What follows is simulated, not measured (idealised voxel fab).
process module | voxel capacitor over wiring
cross-section cut | 240 nm wide | cells 5 nm
A cross-section is a grid of square cells, given in bands from the top down. A band is one or more rows of cells.
Each band's line starts with the height of the band's top and of its bottom, in nm. Then come its materials from left to right, each with its width in nm. One material with "throughout" fills the band from edge to edge. "air" is empty space.
Height 0 is the level under which the wafer as received is all one material. The lowest band goes on downwards, as in "0 down".
A width such as "30 to 40" changes by the same amount from each row of cells to the next, from the band's top row to its bottom row.
"no change" after a step means that no cell of the cross-section changed.
closed voids: empty space of 8 cells or more with no open way to the top, each as width x height at its distance from the left edge, in nm
after a step's settings: what the simulator itself notes on the step
overlay nm, on a step with a mask: how far to the right of its planned place the mask lay; to the left if negative
plan
1 op RECEIVE | material Si
2 op CONFORMAL_DEP | material SiO2 | thk nm 10
3 op DIRECTIONAL_DEP | material TiN | thk nm 5
4 op DIRECTIONAL_DEP | material Ru | thk nm 15
5 op DIRECTIONAL_DEP | material aC | thk nm 15
6 op PATTERN | tone cover | mask id METAL_1 | material resist | width nm 30 | pitch nm 85 | thk nm 35 | overlay nm 0
7 op DIRECTIONAL_ETCH | etch materials aC | depth nm 15
8 op STRIP | etch materials resist
9 op DIRECTIONAL_ETCH | etch materials Ru | depth nm 15
10 op DIRECTIONAL_ETCH | etch materials TiN | depth nm 5
11 op STRIP | etch materials aC
12 op CONFORMAL_DEP | material SiCN | thk nm 5
13 op FILL_DEP | material lowk | thk nm 5
14 op CMP | height nm 30
15 op CONFORMAL_DEP | material SiCN | thk nm 5
16 op DIRECTIONAL_DEP | material SiO2 | thk nm 20
17 op MASKED_ETCH | tone open | mask id PLUG_1 | width nm 15 | etch materials SiO2 | depth nm 20 | overlay nm 0
18 op MASKED_ETCH | tone open | mask id PLUG_1 | width nm 15 | etch materials SiCN | depth nm 5 | overlay nm 0
19 op EPI | material Ru | thk nm 10
20 op EPI | material Ru | thk nm 10
21 op EPI | material Ru | thk nm 5
22 op DIRECTIONAL_DEP | material TiN | thk nm 10
23 op DIRECTIONAL_DEP | material Al2O3 | thk nm 5
24 op DIRECTIONAL_DEP | material TiN | thk nm 10
25 op DIRECTIONAL_DEP | material aC | thk nm 15
26 op PATTERN | tone cover | mask id UPPER_PLATE | material resist | width nm 60 | thk nm 30 | overlay nm 0
27 op DIRECTIONAL_ETCH | etch materials aC | depth nm 15
28 op STRIP | etch materials resist
29 op DIRECTIONAL_ETCH | etch materials TiN | depth nm 10
30 op DIRECTIONAL_ETCH | etch materials Al2O3 | depth nm 5
31 op STRIP | etch materials aC
32 op PATTERN | tone cover | mask id LOWER_PLATE | material resist | width nm 70 | thk nm 15 | overlay nm 0
33 op DIRECTIONAL_ETCH | etch materials TiN | depth nm 10
34 op STRIP | etch materials resist
35 op FILL_DEP | material SiO2 | thk nm 15
36 op CMP | height nm 90
37 op PATTERN | tone open | mask id PLUG_2 | material resist | width nm 15 | thk nm 20 | overlay nm 0
38 op DIRECTIONAL_ETCH | etch materials SiO2 | depth nm 10
39 op STRIP | etch materials resist
40 op CONFORMAL_DEP | material TiN | thk nm 5
41 op FILL_DEP | material W | thk nm 10
42 op CMP | height nm 90
43 op CONFORMAL_DEP | material SiN | thk nm 5
as received, after step 1
  0 down: Si throughout
  closed voids: none
first wafer at the end, as planned
  95 to 90: SiN throughout
  90 to 85: SiO2 85 | TiN 5 | W 5 | TiN 5 | SiO2 140
  85 to 80: SiO2 85 | TiN 15 | SiO2 140
  80 to 70: SiO2 75 | TiN 60 | SiO2 105
  70 to 65: SiO2 75 | Al2O3 60 | SiO2 105
  65 to 55: SiO2 70 | TiN 70 | SiO2 100
  55 to 35: SiO2 75 | Ru 15 | SiO2 150
  35 to 30: SiCN 75 | Ru 15 | SiCN 150
  30 to 15: lowk 55 | SiCN 5 | Ru 30 | SiCN 5 | lowk 45 | SiCN 5 | Ru 30 | SiCN 5 | lowk 60
  15 to 10: SiCN 60 | TiN 30 | SiCN 55 | TiN 30 | SiCN 65
  10 to 0: SiO2 throughout
  0 down: Si throughout
  closed voids: none
second wafer at the end: like start, like plan, one mistake
  95 to 90: SiN throughout
  90 to 85: SiO2 85 | TiN 5 | W 5 | TiN 5 | SiO2 140
  85 to 80: SiO2 85 | TiN 15 | SiO2 140
  80 to 70: SiO2 75 | TiN 15 | SiO2 150
  70 to 65: SiO2 75 | Al2O3 15 | SiO2 150
  65 to 55: SiO2 75 | TiN 15 to 60 | SiO2 150 to 105
  55 to 50: SiO2 90 | TiN 45 | SiO2 105
  50 to 45: SiO2 90 | Al2O3 45 | SiO2 105
  45 to 35: SiO2 70 | TiN 5 | SiO2 15 | TiN 50 | SiO2 100
  35 to 30: SiCN throughout
  30 to 15: lowk 55 | SiCN 5 | Ru 30 | SiCN 5 | lowk 45 | SiCN 5 | Ru 30 | SiCN 5 | lowk 60
  15 to 10: SiCN 60 | TiN 30 | SiCN 55 | TiN 30 | SiCN 65
  10 to 0: SiO2 throughout
  0 down: Si throughout
  closed voids: none
what went wrong: step 17 ran as: op MASKED_ETCH | tone cover | mask id PLUG_1 | width nm 15 | etch materials SiO2 | depth nm 20 | overlay nm 0
at the end the second wafer has, in cells: 15 fewer of Ru | 3 more of SiCN | 12 more of SiO2
